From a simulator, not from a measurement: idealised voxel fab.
process module | voxel transistor to metal
cross-section cut | 150 nm wide | cells 5 nm
A cross-section is a grid of square cells, given in bands from the top down. A band is one or more rows of cells.
Each band's line starts with the height of the band's top and of its bottom, in nm. Then come its materials from left to right, each with its width in nm. One material with "throughout" fills the band from edge to edge. "air" is empty space.
Height 0 is the level under which the wafer as received is all one material. The lowest band goes on downwards, as in "0 down".
A width such as "30 to 40" changes by the same amount from each row of cells to the next, from the band's top row to its bottom row.
"no change" after a step means that no cell of the cross-section changed.
closed voids: empty space of 8 cells or more with no open way to the top, each as width x height at its distance from the left edge, in nm
after a step's settings: what the simulator itself notes on the step
overlay nm, on a step with a mask: how far to the right of its planned place the mask lay; to the left if negative
plan
1 op RECEIVE | material Si
2 op OXIDIZE | depth nm 5
3 op CONFORMAL_DEP | material SiN | thk nm 15
4 op DIRECTIONAL_DEP | material aC | thk nm 15
5 op PATTERN | tone cover | mask id ACTIVE | material resist | width nm 110 | thk nm 30 | overlay nm 0
6 op DIRECTIONAL_ETCH | etch materials aC | depth nm 15
7 op STRIP | etch materials resist
8 op DIRECTIONAL_ETCH | etch materials SiN | depth nm 15
9 op DIRECTIONAL_ETCH | etch materials SiO2 | depth nm 5
10 op DIRECTIONAL_ETCH | etch materials Si | depth nm 20
11 op STRIP | etch materials aC
12 op OXIDIZE | depth nm 5
13 op FILL_DEP | material SiO2 | thk nm 10
14 op CMP | height nm 15
15 op SELECTIVE_ETCH | etch materials SiO2 | depth nm 5
16 op STRIP | etch materials SiN
17 op SELECTIVE_ETCH | etch materials SiO2 | depth nm 5
18 op OXIDIZE | depth nm 5
19 op DIRECTIONAL_DEP | material polySi | thk nm 20
20 op DIRECTIONAL_DEP | material SiCN | thk nm 10
21 op DIRECTIONAL_DEP | material aC | thk nm 15
22 op PATTERN | tone cover | mask id GATE | material resist | width nm 30 | thk nm 35 | overlay nm 0
23 op DIRECTIONAL_ETCH | etch materials aC | depth nm 15
24 op STRIP | etch materials resist
25 op DIRECTIONAL_ETCH | etch materials SiCN | depth nm 20
26 op DIRECTIONAL_ETCH | etch materials polySi | depth nm 30
27 op STRIP | etch materials aC
28 op CONFORMAL_DEP | material SiO2 | thk nm 5
29 op DIRECTIONAL_ETCH | etch materials SiO2 | depth nm 5
30 op CONFORMAL_DEP | material SiN | thk nm 5
31 op DIRECTIONAL_ETCH | etch materials SiN | depth nm 5
32 op DIRECTIONAL_ETCH | etch materials SiO2 | depth nm 5
33 op DIRECTIONAL_ETCH | etch materials Si | depth nm 15
34 op EPI | material SiGe | thk nm 15
35 op FILL_DEP | material SiO2 | thk nm 5
36 op CMP | height nm 15
37 op STRIP | etch materials polySi
38 op SELECTIVE_ETCH | etch materials SiO2 | depth nm 5
39 op CONFORMAL_DEP | material HfO2 | thk nm 5
40 op CONFORMAL_DEP | material TiN | thk nm 5
41 op FILL_DEP | material W | thk nm 5
42 op CMP | height nm 10
43 op DIRECTIONAL_DEP | material SiO2 | thk nm 15
44 op PATTERN | tone open | mask id CONTACT | material resist | width nm 15 | pitch nm 85 | thk nm 20 | overlay nm 0
45 op DIRECTIONAL_ETCH | etch materials SiO2 | depth nm 35
46 op STRIP | etch materials resist
47 op CONFORMAL_DEP | material TiN | thk nm 5
48 op FILL_DEP | material W | thk nm 10
49 op CMP | height nm 25
50 op CONFORMAL_DEP | material SiN | thk nm 5
51 op DIRECTIONAL_DEP | material SiO2 | thk nm 25
52 op PATTERN | tone open | mask id METAL_1 | material resist | width nm 15 | pitch nm 85 | thk nm 15 | overlay nm 0
53 op DIRECTIONAL_ETCH | etch materials SiO2 | depth nm 25
54 op DIRECTIONAL_ETCH | etch materials SiN | depth nm 5
55 op STRIP | etch materials resist
56 op CONFORMAL_DEP | material TiN | thk nm 5
57 op FILL_DEP | material Cu | thk nm 10
58 op CMP | height nm 55
59 op EPI | material Ru | thk nm 5
60 op FILL_DEP | material SiCN | thk nm 5
61 op DIRECTIONAL_DEP | material lowk | thk nm 35
62 op DIRECTIONAL_DEP | material aC | thk nm 10
63 op PATTERN | tone open | mask id METAL_2 | material resist | width nm 15 | pitch nm 85 | thk nm 25 | overlay nm 0
64 op DIRECTIONAL_ETCH | etch materials aC | depth nm 10
65 op STRIP | etch materials resist
66 op DIRECTIONAL_ETCH | etch materials lowk | depth nm 20
67 op STRIP | etch materials aC
68 op DIRECTIONAL_DEP | material aC | thk nm 15
69 op PATTERN | tone open | mask id METAL_2_HOLES | material resist | width nm 15 | pitch nm 85 | thk nm 35 | overlay nm 0
70 op DIRECTIONAL_ETCH | etch materials aC | depth nm 15
71 op STRIP | etch materials resist
72 op DIRECTIONAL_ETCH | etch materials lowk | depth nm 15
73 op DIRECTIONAL_ETCH | etch materials SiCN | depth nm 5
74 op STRIP | etch materials aC
75 op CONFORMAL_DEP | material TiN | thk nm 5
76 op FILL_DEP | material Cu | thk nm 5
77 op CMP | height nm 100
78 op CONFORMAL_DEP | material SiCN | thk nm 5
varied across the wafers: width nm of step 52. The plan shows the first wafer's value. All wafers start alike
first wafer as received, after step 1
  0 down: Si throughout
  closed voids: none
first wafer at the end, after step 78
  105 to 100: SiCN throughout
  100 to 65: lowk 25 | TiN 5 | Cu 5 | TiN 5 | lowk 70 | TiN 5 | Cu 5 | TiN 5 | lowk 25
  65 to 60: SiCN 25 | TiN 15 | SiCN 70 | TiN 15 | SiCN 25
  60 to 55: SiCN 20 | Ru 25 | SiCN 60 | Ru 25 | SiCN 20
  55 to 30: SiO2 25 | TiN 5 | Cu 5 | TiN 5 | SiO2 70 | TiN 5 | Cu 5 | TiN 5 | SiO2 25
  30 to 25: SiN 25 | TiN 15 | SiN 70 | TiN 15 | SiN 25
  25 to 10: SiO2 25 | TiN 5 | W 5 | TiN 5 | SiO2 70 | TiN 5 | W 5 | TiN 5 | SiO2 25
  10 to 5: SiO2 25 | TiN 15 | SiO2 10 | SiN 5 | HfO2 5 | TiN 5 | W 20 | TiN 5 | HfO2 5 | SiN 5 | SiO2 10 | TiN 15 | SiO2 25
  5 to 0: SiO2 20 | SiN 5 | TiN 10 | SiGe 15 | SiN 5 | HfO2 5 | TiN 5 | W 20 | TiN 5 | HfO2 5 | SiN 5 | SiGe 15 | TiN 10 | SiN 5 | SiO2 20
  0 to -5: SiO2 20 | SiN 5 | TiN 10 | SiGe 15 | SiN 5 | HfO2 5 | TiN 30 | HfO2 5 | SiN 5 | SiGe 15 | TiN 10 | SiN 5 | SiO2 20
  -5 to -10: SiO2 25 | TiN 10 | SiGe 15 | SiO2 5 | HfO2 40 | SiO2 5 | SiGe 15 | TiN 10 | SiO2 25
  -10 to -25: SiO2 25 | SiGe 25 | Si 50 | SiGe 25 | SiO2 25
  -25 to -30: SiO2 25 | Si 100 | SiO2 25
  -30 down: Si throughout
  closed voids: none
last wafer at the end
  105 to 100: SiCN throughout
  100 to 65: lowk 25 | TiN 5 | Cu 5 | TiN 5 | lowk 70 | TiN 5 | Cu 5 | TiN 5 | lowk 25
  65 to 60: SiCN 25 | TiN 15 | SiCN 70 | TiN 15 | SiCN 25
  60 to 55: SiCN 15 | Ru 40 | SiCN 45 | Ru 40 | SiCN 10
  55 to 30: SiO2 20 | TiN 5 | Cu 20 | TiN 5 | SiO2 55 | TiN 5 | Cu 20 | TiN 5 | SiO2 15
  30 to 25: SiN 20 | TiN 30 | SiN 55 | TiN 30 | SiN 15
  25 to 10: SiO2 25 | TiN 5 | W 5 | TiN 5 | SiO2 70 | TiN 5 | W 5 | TiN 5 | SiO2 25
  10 to 5: SiO2 25 | TiN 15 | SiO2 10 | SiN 5 | HfO2 5 | TiN 5 | W 20 | TiN 5 | HfO2 5 | SiN 5 | SiO2 10 | TiN 15 | SiO2 25
  5 to 0: SiO2 20 | SiN 5 | TiN 10 | SiGe 15 | SiN 5 | HfO2 5 | TiN 5 | W 20 | TiN 5 | HfO2 5 | SiN 5 | SiGe 15 | TiN 10 | SiN 5 | SiO2 20
  0 to -5: SiO2 20 | SiN 5 | TiN 10 | SiGe 15 | SiN 5 | HfO2 5 | TiN 30 | HfO2 5 | SiN 5 | SiGe 15 | TiN 10 | SiN 5 | SiO2 20
  -5 to -10: SiO2 25 | TiN 10 | SiGe 15 | SiO2 5 | HfO2 40 | SiO2 5 | SiGe 15 | TiN 10 | SiO2 25
  -10 to -25: SiO2 25 | SiGe 25 | Si 50 | SiGe 25 | SiO2 25
  -25 to -30: SiO2 25 | Si 100 | SiO2 25
  -30 down: Si throughout
  closed voids: none
each wafer at the end: cells of each material gained (+) or lost (-) since it was received, then its closed voids
width nm 15 | +24 Cu | +14 HfO2 | +10 Ru | -130 Si | +74 SiCN | +48 SiGe | +34 SiN | +274 SiO2 | +100 TiN | +14 W | +168 lowk | closed voids: none
width nm 20 | +34 Cu | +14 HfO2 | +12 Ru | -130 Si | +72 SiCN | +48 SiGe | +32 SiN | +264 SiO2 | +102 TiN | +14 W | +168 lowk | closed voids: none
width nm 25 | +44 Cu | +14 HfO2 | +14 Ru | -130 Si | +70 SiCN | +48 SiGe | +30 SiN | +254 SiO2 | +104 TiN | +14 W | +168 lowk | closed voids: none
width nm 30 | +54 Cu | +14 HfO2 | +16 Ru | -130 Si | +68 SiCN | +48 SiGe | +28 SiN | +244 SiO2 | +106 TiN | +14 W | +168 lowk | closed voids: none
